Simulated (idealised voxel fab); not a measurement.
process module | voxel fin reveal
cross-section cut | 250 nm wide | cells 5 nm
A cross-section is a grid of square cells, given in bands from the top down. A band is one or more rows of cells.
Each band's line starts with the height of the band's top and of its bottom, in nm. Then come its materials from left to right, each with its width in nm. One material with "throughout" fills the band from edge to edge. "air" is empty space.
Height 0 is the level under which the wafer as received is all one material. The lowest band goes on downwards, as in "0 down".
A width such as "30 to 40" changes by the same amount from each row of cells to the next, from the band's top row to its bottom row.
"no change" after a step means that no cell of the cross-section changed.
closed voids: empty space of 8 cells or more with no open way to the top, each as width x height at its distance from the left edge, in nm
after a step's settings: what the simulator itself notes on the step
overlay nm, on a step with a mask: how far to the right of its planned place the mask lay; to the left if negative
Each pair below shows a cross-section before one step and the cross-section after it, down to the lowest band that changed. The line under each pair gives the step between them, with its settings. The pairs can come from different runs of this module on the same starting wafer, so a pair continues from the pair above only where its "before" says so.
before
  0 down: Si throughout
  closed voids: none
after
  5 to 0: SiN throughout
  below 0: unchanged
  closed voids: none
the step between: op CONFORMAL_DEP | material SiN | thk nm 5
before: the cross-section after the pair above
after
  20 to 5: aC throughout
  below 5: unchanged
  closed voids: none
the step between: op DIRECTIONAL_DEP | material aC | thk nm 15
before: the cross-section after the pair above
after
  55 to 20: air 80 | resist 15 | air 20 | resist 15 | air 20 | resist 15 | air 85
  below 20: unchanged
  closed voids: none
the step between: op PATTERN | tone cover | mask id FINS | material resist | width nm 15 | pitch nm 35 | thk nm 35 | overlay nm 0
before: the cross-section after the pair above
after
  40 to 20: air 80 | resist 15 | air 20 | resist 15 | air 20 | resist 15 | air 85
  20 to 5: air 80 | aC 15 | air 20 | aC 15 | air 20 | aC 15 | air 85
  below 5: unchanged
  closed voids: none
the step between: op DIRECTIONAL_ETCH | etch materials aC | depth nm 15
before: the cross-section after the pair above
after
  20 to 5: air 80 | aC 15 | air 20 | aC 15 | air 20 | aC 15 | air 85
  below 5: unchanged
  closed voids: none
the step between: op STRIP | etch materials resist
before: the cross-section after the pair above
after
  20 to 5: air 80 | aC 15 | air 20 | aC 15 | air 20 | aC 15 | air 85
  5 to 0: air 80 | SiN 15 | air 20 | SiN 15 | air 20 | SiN 15 | air 85
  below 0: unchanged
  closed voids: none
the step between: op DIRECTIONAL_ETCH | etch materials SiN | depth nm 5
before: the cross-section after the pair above
after
  20 to 5: air 80 | aC 15 | air 20 | aC 15 | air 20 | aC 15 | air 85
  5 to 0: air 80 | SiN 15 | air 20 | SiN 15 | air 20 | SiN 15 | air 85
  0 to -35: air 80 | Si 15 | air 20 | Si 15 | air 20 | Si 15 | air 85
  below -35: unchanged
  closed voids: none
the step between: op DIRECTIONAL_ETCH | etch materials Si | depth nm 35
before: the cross-section after the pair above
after
  5 to 0: air 80 | SiN 15 | air 20 | SiN 15 | air 20 | SiN 15 | air 85
  below 0: unchanged
  closed voids: none
the step between: op STRIP | etch materials aC
before: the cross-section after the pair above
after
  5 to 0: air 80 | SiN 15 | air 20 | SiN 15 | air 20 | SiN 15 | air 85
  0 to -35: air 80 | SiO2 5 | Si 5 | SiO2 5 | air 20 | SiO2 5 | Si 5 | SiO2 5 | air 20 | SiO2 5 | Si 5 | SiO2 5 | air 85
  -35 to -40: SiO2 85 | Si 5 | SiO2 30 | Si 5 | SiO2 30 | Si 5 | SiO2 90
  below -40: unchanged
  closed voids: none
the step between: op OXIDIZE | depth nm 5
before: the cross-section after the pair above
after
  20 to 5: SiO2 throughout
  5 to 0: SiO2 80 | SiN 15 | SiO2 20 | SiN 15 | SiO2 20 | SiN 15 | SiO2 85
  0 to -40: SiO2 85 | Si 5 | SiO2 30 | Si 5 | SiO2 30 | Si 5 | SiO2 90
  below -40: unchanged
  closed voids: none
the step between: op FILL_DEP | material SiO2 | thk nm 15
before: the cross-section after the pair above
after
  5 to 0: SiO2 80 | SiN 15 | SiO2 20 | SiN 15 | SiO2 20 | SiN 15 | SiO2 85
  below 0: unchanged
  closed voids: none
the step between: op CMP | height nm 5
before: the cross-section after the pair above
after
  5 to 0: air 80 | SiN 15 | air 20 | SiN 15 | air 20 | SiN 15 | air 85
  0 to -20: air 85 | Si 5 | air 30 | Si 5 | air 30 | Si 5 | air 90
  below -20: unchanged
  closed voids: none
the step between: op SELECTIVE_ETCH | etch materials SiO2 | depth nm 25
before: the cross-section after the pair above
after
  0 to -20: air 85 | Si 5 | air 30 | Si 5 | air 30 | Si 5 | air 90
  below -20: unchanged
  closed voids: none
the step between: op STRIP | etch materials SiN
before
  20 to 5: SiO2 throughout
  5 to 0: SiO2 80 | SiN 15 | SiO2 20 | SiN 15 | SiO2 20 | SiN 15 | SiO2 85
  0 to -40: SiO2 85 | Si 5 | SiO2 30 | Si 5 | SiO2 30 | Si 5 | SiO2 90
  -40 down: Si throughout
  closed voids: none
after
  5 to 0: air 80 | SiN 15 | air 20 | SiN 15 | air 20 | SiN 15 | air 85
  0 to -5: air 85 | Si 5 | air 30 | Si 5 | air 30 | Si 5 | air 90
  below -5: unchanged
  closed voids: none
the step between: op SELECTIVE_ETCH | etch materials SiO2 | depth nm 25
before: the cross-section after the pair above
after
  0 to -5: air 85 | Si 5 | air 30 | Si 5 | air 30 | Si 5 | air 90
  below -5: unchanged
  closed voids: none
the step between: op STRIP | etch materials SiN
before
  5 to 0: air 80 | SiN 15 | air 20 | SiN 15 | air 20 | SiN 15 | air 85
  0 to -20: air 85 | Si 5 | air 30 | Si 5 | air 30 | Si 5 | air 90
  -20 to -40: SiO2 85 | Si 5 | SiO2 30 | Si 5 | SiO2 30 | Si 5 | SiO2 90
  -40 down: Si throughout
  closed voids: none
after
  5 to 0: air 80 | SiN 15 | air 20 | SiN 15 | air 20 | SiN 15 | air 85
  0 to -40: air 85 | Si 5 | air 30 | Si 5 | air 30 | Si 5 | air 90
  below -40: unchanged
  closed voids: none
the step between: op SELECTIVE_ETCH | etch materials SiO2 | depth nm 25
before: the cross-section after the pair above
after
  0 to -40: air 85 | Si 5 | air 30 | Si 5 | air 30 | Si 5 | air 90
  below -40: unchanged
  closed voids: none
the step between: op STRIP | etch materials SiN
before
  5 to 0: SiO2 80 | SiN 15 | SiO2 20 | SiN 15 | SiO2 20 | SiN 15 | SiO2 85
  0 to -40: SiO2 85 | Si 5 | SiO2 30 | Si 5 | SiO2 30 | Si 5 | SiO2 90
  -40 down: Si throughout
  closed voids: none
after
  5 to 0: SiO2 80 | air 15 | SiO2 20 | air 15 | SiO2 20 | air 15 | SiO2 85
  below 0: unchanged
  closed voids: none
the step between: op STRIP | etch materials SiN
before: the cross-section after the pair above
after
  0 to -20: air 85 | Si 5 | air 30 | Si 5 | air 30 | Si 5 | air 90
  -20 to -25: SiO2 55 | air 30 | Si 5 | air 30 | Si 5 | air 30 | Si 5 | air 30 | SiO2 60
  below -25: unchanged
  closed voids: none
the step between: op SELECTIVE_ETCH | etch materials SiO2 | depth nm 25
before
  20 to 5: air 80 | aC 15 | air 20 | aC 15 | air 20 | aC 15 | air 85
  5 to 0: air 80 | SiN 15 | air 20 | SiN 15 | air 20 | SiN 15 | air 85
  0 down: Si throughout
  closed voids: none
after
  20 to 5: air 80 | aC 15 | air 20 | aC 15 | air 20 | aC 15 | air 85
  5 to 0: air 80 | SiN 15 | air 20 | SiN 15 | air 20 | SiN 15 | air 85
  0 to -45: air 80 | Si 15 | air 20 | Si 15 | air 20 | Si 15 | air 85
  below -45: unchanged
  closed voids: none
the step between: op DIRECTIONAL_ETCH | etch materials Si | depth nm 45
before: the cross-section after the pair above
after
  5 to 0: air 80 | SiN 15 | air 20 | SiN 15 | air 20 | SiN 15 | air 85
  below 0: unchanged
  closed voids: none
the step between: op STRIP | etch materials aC
before: the cross-section after the pair above
after
  5 to 0: air 80 | SiN 15 | air 20 | SiN 15 | air 20 | SiN 15 | air 85
  0 to -45: air 80 | SiO2 5 | Si 5 | SiO2 5 | air 20 | SiO2 5 | Si 5 | SiO2 5 | air 20 | SiO2 5 | Si 5 | SiO2 5 | air 85
  -45 to -50: SiO2 85 | Si 5 | SiO2 30 | Si 5 | SiO2 30 | Si 5 | SiO2 90
  below -50: unchanged
  closed voids: none
the step between: op OXIDIZE | depth nm 5
before: the cross-section after the pair above
after
  20 to 5: SiO2 throughout
  5 to 0: SiO2 80 | SiN 15 | SiO2 20 | SiN 15 | SiO2 20 | SiN 15 | SiO2 85
  0 to -50: SiO2 85 | Si 5 | SiO2 30 | Si 5 | SiO2 30 | Si 5 | SiO2 90
  below -50: unchanged
  closed voids: none
the step between: op FILL_DEP | material SiO2 | thk nm 15
before: the cross-section after the pair above
after
  5 to 0: SiO2 80 | SiN 15 | SiO2 20 | SiN 15 | SiO2 20 | SiN 15 | SiO2 85
  below 0: unchanged
  closed voids: none
the step between: op CMP | height nm 5
before: the cross-section after the pair above
after
  5 to 0: air 80 | SiN 15 | air 20 | SiN 15 | air 20 | SiN 15 | air 85
  0 to -20: air 85 | Si 5 | air 30 | Si 5 | air 30 | Si 5 | air 90
  below -20: unchanged
  closed voids: none
the step between: op SELECTIVE_ETCH | etch materials SiO2 | depth nm 25
before: the cross-section after the pair above
after
  0 to -20: air 85 | Si 5 | air 30 | Si 5 | air 30 | Si 5 | air 90
  below -20: unchanged
  closed voids: none
the step between: op STRIP | etch materials SiN
before
  20 to 5: aC throughout
  5 to 0: SiN throughout
  0 down: Si throughout
  closed voids: none
after
  55 to 20: air 80 | resist 20 | air 15 | resist 20 | air 15 | resist 20 | air 80
  below 20: unchanged
  closed voids: none
the step between: op PATTERN | tone cover | mask id FINS | material resist | width nm 20 | pitch nm 35 | thk nm 35 | overlay nm 0
before: the cross-section after the pair above
after
  40 to 20: air 80 | resist 20 | air 15 | resist 20 | air 15 | resist 20 | air 80
  20 to 5: air 80 | aC 20 | air 15 | aC 20 | air 15 | aC 20 | air 80
  below 5: unchanged
  closed voids: none
the step between: op DIRECTIONAL_ETCH | etch materials aC | depth nm 15
before: the cross-section after the pair above
after
  20 to 5: air 80 | aC 20 | air 15 | aC 20 | air 15 | aC 20 | air 80
  below 5: unchanged
  closed voids: none
the step between: op STRIP | etch materials resist
before: the cross-section after the pair above
after
  20 to 5: air 80 | aC 20 | air 15 | aC 20 | air 15 | aC 20 | air 80
  5 to 0: air 80 | SiN 20 | air 15 | SiN 20 | air 15 | SiN 20 | air 80
  below 0: unchanged
  closed voids: none
the step between: op DIRECTIONAL_ETCH | etch materials SiN | depth nm 5
before: the cross-section after the pair above
after
  20 to 5: air 80 | aC 20 | air 15 | aC 20 | air 15 | aC 20 | air 80
  5 to 0: air 80 | SiN 20 | air 15 | SiN 20 | air 15 | SiN 20 | air 80
  0 to -35: air 80 | Si 20 | air 15 | Si 20 | air 15 | Si 20 | air 80
  below -35: unchanged
  closed voids: none
the step between: op DIRECTIONAL_ETCH | etch materials Si | depth nm 35
before: the cross-section after the pair above
after
  5 to 0: air 80 | SiN 20 | air 15 | SiN 20 | air 15 | SiN 20 | air 80
  below 0: unchanged
  closed voids: none
the step between: op STRIP | etch materials aC
before: the cross-section after the pair above
after
  5 to 0: air 80 | SiN 20 | air 15 | SiN 20 | air 15 | SiN 20 | air 80
  0 to -35: air 80 | SiO2 5 | Si 10 | SiO2 5 | air 15 | SiO2 5 | Si 10 | SiO2 5 | air 15 | SiO2 5 | Si 10 | SiO2 5 | air 80
  -35 to -40: SiO2 85 | Si 10 | SiO2 25 | Si 10 | SiO2 25 | Si 10 | SiO2 85
  below -40: unchanged
  closed voids: none
the step between: op OXIDIZE | depth nm 5
before: the cross-section after the pair above
after
  20 to 5: SiO2 throughout
  5 to 0: SiO2 80 | SiN 20 | SiO2 15 | SiN 20 | SiO2 15 | SiN 20 | SiO2 80
  0 to -40: SiO2 85 | Si 10 | SiO2 25 | Si 10 | SiO2 25 | Si 10 | SiO2 85
  below -40: unchanged
  closed voids: none
the step between: op FILL_DEP | material SiO2 | thk nm 15
before: the cross-section after the pair above
after
  5 to 0: SiO2 80 | SiN 20 | SiO2 15 | SiN 20 | SiO2 15 | SiN 20 | SiO2 80
  below 0: unchanged
  closed voids: none
the step between: op CMP | height nm 5
before: the cross-section after the pair above
after
  5 to 0: air 80 | SiN 20 | air 15 | SiN 20 | air 15 | SiN 20 | air 80
  0 to -20: air 85 | Si 10 | air 25 | Si 10 | air 25 | Si 10 | air 85
  below -20: unchanged
  closed voids: none
the step between: op SELECTIVE_ETCH | etch materials SiO2 | depth nm 25
before: the cross-section after the pair above
after
  0 to -20: air 85 | Si 10 | air 25 | Si 10 | air 25 | Si 10 | air 85
  below -20: unchanged
  closed voids: none
the step between: op STRIP | etch materials SiN
before
  20 to 5: aC throughout
  5 to 0: SiN throughout
  0 down: Si throughout
  closed voids: none
after
  55 to 20: air 90 | resist 15 | air 20 | resist 15 | air 20 | resist 15 | air 75
  below 20: unchanged
  closed voids: none
the step between: op PATTERN | tone cover | mask id FINS | material resist | width nm 15 | pitch nm 35 | thk nm 35 | overlay nm 10
before: the cross-section after the pair above
after
  40 to 20: air 90 | resist 15 | air 20 | resist 15 | air 20 | resist 15 | air 75
  20 to 5: air 90 | aC 15 | air 20 | aC 15 | air 20 | aC 15 | air 75
  below 5: unchanged
  closed voids: none
the step between: op DIRECTIONAL_ETCH | etch materials aC | depth nm 15
before: the cross-section after the pair above
after
  20 to 5: air 90 | aC 15 | air 20 | aC 15 | air 20 | aC 15 | air 75
  below 5: unchanged
  closed voids: none
the step between: op STRIP | etch materials resist
before: the cross-section after the pair above
after
  20 to 5: air 90 | aC 15 | air 20 | aC 15 | air 20 | aC 15 | air 75
  5 to 0: air 90 | SiN 15 | air 20 | SiN 15 | air 20 | SiN 15 | air 75
  below 0: unchanged
  closed voids: none
the step between: op DIRECTIONAL_ETCH | etch materials SiN | depth nm 5
before: the cross-section after the pair above
after
  20 to 5: air 90 | aC 15 | air 20 | aC 15 | air 20 | aC 15 | air 75
  5 to 0: air 90 | SiN 15 | air 20 | SiN 15 | air 20 | SiN 15 | air 75
  0 to -35: air 90 | Si 15 | air 20 | Si 15 | air 20 | Si 15 | air 75
  below -35: unchanged
  closed voids: none
the step between: op DIRECTIONAL_ETCH | etch materials Si | depth nm 35
before: the cross-section after the pair above
after
  5 to 0: air 90 | SiN 15 | air 20 | SiN 15 | air 20 | SiN 15 | air 75
  below 0: unchanged
  closed voids: none
the step between: op STRIP | etch materials aC
before: the cross-section after the pair above
after
  5 to 0: air 90 | SiN 15 | air 20 | SiN 15 | air 20 | SiN 15 | air 75
  0 to -35: air 90 | SiO2 5 | Si 5 | SiO2 5 | air 20 | SiO2 5 | Si 5 | SiO2 5 | air 20 | SiO2 5 | Si 5 | SiO2 5 | air 75
  -35 to -40: SiO2 95 | Si 5 | SiO2 30 | Si 5 | SiO2 30 | Si 5 | SiO2 80
  below -40: unchanged
  closed voids: none
the step between: op OXIDIZE | depth nm 5
before: the cross-section after the pair above
after
  20 to 5: SiO2 throughout
  5 to 0: SiO2 90 | SiN 15 | SiO2 20 | SiN 15 | SiO2 20 | SiN 15 | SiO2 75
  0 to -40: SiO2 95 | Si 5 | SiO2 30 | Si 5 | SiO2 30 | Si 5 | SiO2 80
  below -40: unchanged
  closed voids: none
the step between: op FILL_DEP | material SiO2 | thk nm 15
before: the cross-section after the pair above
after
  5 to 0: SiO2 90 | SiN 15 | SiO2 20 | SiN 15 | SiO2 20 | SiN 15 | SiO2 75
  below 0: unchanged
  closed voids: none
the step between: op CMP | height nm 5
before: the cross-section after the pair above
after
  5 to 0: air 90 | SiN 15 | air 20 | SiN 15 | air 20 | SiN 15 | air 75
  0 to -20: air 95 | Si 5 | air 30 | Si 5 | air 30 | Si 5 | air 80
  below -20: unchanged
  closed voids: none
the step between: op SELECTIVE_ETCH | etch materials SiO2 | depth nm 25
before: the cross-section after the pair above
after
  0 to -20: air 95 | Si 5 | air 30 | Si 5 | air 30 | Si 5 | air 80
  below -20: unchanged
  closed voids: none
the step between: op STRIP | etch materials SiN
before
  5 to 0: air 80 | SiN 15 | air 20 | SiN 15 | air 20 | SiN 15 | air 85
  0 to -20: air 85 | Si 5 | air 30 | Si 5 | air 30 | Si 5 | air 90
  -20 to -40: SiO2 85 | Si 5 | SiO2 30 | Si 5 | SiO2 30 | Si 5 | SiO2 90
  -40 down: Si throughout
  closed voids: none
after
  5 to 0: air 80 | SiN 15 | air 20 | SiN 15 | air 20 | SiN 15 | air 85
  0 to -40: air 85 | Si 5 | air 30 | Si 5 | air 30 | Si 5 | air 90
  below -40: unchanged
  closed voids: none
the step between: op STRIP | etch materials SiO2
before
  20 to 5: aC throughout
  5 to 0: SiN throughout
  0 down: Si throughout
  closed voids: none
after
  55 to 20: resist 80 | air 15 | resist 20 | air 15 | resist 20 | air 15 | resist 85
  below 20: unchanged
  closed voids: none
the step between: op PATTERN | tone open | mask id FINS | material resist | width nm 15 | pitch nm 35 | thk nm 35 | overlay nm 0
before: the cross-section after the pair above
after
  40 to 20: resist 80 | air 15 | resist 20 | air 15 | resist 20 | air 15 | resist 85
  20 to 5: aC 80 | air 15 | aC 20 | air 15 | aC 20 | air 15 | aC 85
  below 5: unchanged
  closed voids: none
the step between: op DIRECTIONAL_ETCH | etch materials aC | depth nm 15
before: the cross-section after the pair above
after
  20 to 5: aC 80 | air 15 | aC 20 | air 15 | aC 20 | air 15 | aC 85
  below 5: unchanged
  closed voids: none
the step between: op STRIP | etch materials resist
before: the cross-section after the pair above
after
  20 to 5: aC 80 | air 15 | aC 20 | air 15 | aC 20 | air 15 | aC 85
  5 to 0: SiN 80 | air 15 | SiN 20 | air 15 | SiN 20 | air 15 | SiN 85
  below 0: unchanged
  closed voids: none
the step between: op DIRECTIONAL_ETCH | etch materials SiN | depth nm 5
before: the cross-section after the pair above
after
  20 to 5: aC 80 | air 15 | aC 20 | air 15 | aC 20 | air 15 | aC 85
  5 to 0: SiN 80 | air 15 | SiN 20 | air 15 | SiN 20 | air 15 | SiN 85
  0 to -35: Si 80 | air 15 | Si 20 | air 15 | Si 20 | air 15 | Si 85
  below -35: unchanged
  closed voids: none
the step between: op DIRECTIONAL_ETCH | etch materials Si | depth nm 35
before: the cross-section after the pair above
after
  5 to 0: SiN 80 | air 15 | SiN 20 | air 15 | SiN 20 | air 15 | SiN 85
  below 0: unchanged
  closed voids: none
the step between: op STRIP | etch materials aC
before: the cross-section after the pair above
after
  5 to 0: SiN 80 | air 15 | SiN 20 | air 15 | SiN 20 | air 15 | SiN 85
  0 to -35: Si 75 | SiO2 5 | air 15 | SiO2 5 | Si 10 | SiO2 5 | air 15 | SiO2 5 | Si 10 | SiO2 5 | air 15 | SiO2 5 | Si 80
  -35 to -40: Si 75 | SiO2 25 | Si 10 | SiO2 25 | Si 10 | SiO2 25 | Si 80
  below -40: unchanged
  closed voids: none
the step between: op OXIDIZE | depth nm 5
before: the cross-section after the pair above
after
  20 to 5: SiO2 throughout
  5 to 0: SiN 80 | SiO2 15 | SiN 20 | SiO2 15 | SiN 20 | SiO2 15 | SiN 85
  0 to -40: Si 75 | SiO2 25 | Si 10 | SiO2 25 | Si 10 | SiO2 25 | Si 80
  below -40: unchanged
  closed voids: none
the step between: op FILL_DEP | material SiO2 | thk nm 15
before: the cross-section after the pair above
after
  5 to 0: SiN 80 | SiO2 15 | SiN 20 | SiO2 15 | SiN 20 | SiO2 15 | SiN 85
  below 0: unchanged
  closed voids: none
the step between: op CMP | height nm 5
before: the cross-section after the pair above
after
  5 to 0: SiN 80 | air 15 | SiN 20 | air 15 | SiN 20 | air 15 | SiN 85
  0 to -20: Si 75 | air 25 | Si 10 | air 25 | Si 10 | air 25 | Si 80
  below -20: unchanged
  closed voids: none
the step between: op SELECTIVE_ETCH | etch materials SiO2 | depth nm 25
before: the cross-section after the pair above
after
  0 to -20: Si 75 | air 25 | Si 10 | air 25 | Si 10 | air 25 | Si 80
  below -20: unchanged
  closed voids: none
the step between: op STRIP | etch materials SiN
